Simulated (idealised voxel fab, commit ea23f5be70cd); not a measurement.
process module | voxel lift off
cross-section cut | 300 nm wide | cells 5 nm
A cross-section is a grid of square cells, given in bands from the top down. A band is one or more rows of cells.
Each band's line starts with the height of the band's top and of its bottom, in nm. Then come its materials from left to right, each with its width in nm. One material with "throughout" fills the band from edge to edge. "air" is empty space.
Height 0 is the level under which the wafer as received is all one material. The lowest band goes on downwards, as in "0 down".
A width such as "30 to 40" changes by the same amount from each row of cells to the next, from the band's top row to its bottom row.
"no change" after a step means that no cell of the cross-section changed.
closed voids: empty space of 8 cells or more with no open way to the top, each as width x height at its distance from the left edge, in nm
after a step's settings: what the simulator itself notes on the step
overlay nm, on a step with a mask: how far to the right of its planned place the mask lay; to the left if negative
plan
1 op RECEIVE | material Si
2 op CONFORMAL_DEP | material SiN | thk nm 10
3 op PATTERN | tone open | mask id LINES | material resist | width nm 25 | pitch nm 50 | thk nm 20 | overlay nm 0
4 op DIRECTIONAL_DEP | material Ru | thk nm 10
5 op STRIP | etch materials resist
6 op CONFORMAL_DEP | material SiN | thk nm 5
as received, after step 1
  0 down: Si throughout
  closed voids: none
a wafer at the end: this start, this plan, one mistake
  25 to 20: air 115 | SiN 35 | air 15 | SiN 35 | air 100
  20 to 15: air 115 | SiN 5 | Ru 25 | SiN 5 | air 15 | SiN 5 | Ru 25 | SiN 5 | air 100
  15 to 10: SiN 120 | Ru 25 | SiN 25 | Ru 25 | SiN 105
  10 to 0: SiN throughout
  0 down: Si throughout
  closed voids: none
what went wrong: step 3 ran as: op PATTERN | tone open | mask id LINES | material resist | width nm 25 | pitch nm 50 | thk nm 20 | overlay nm 10
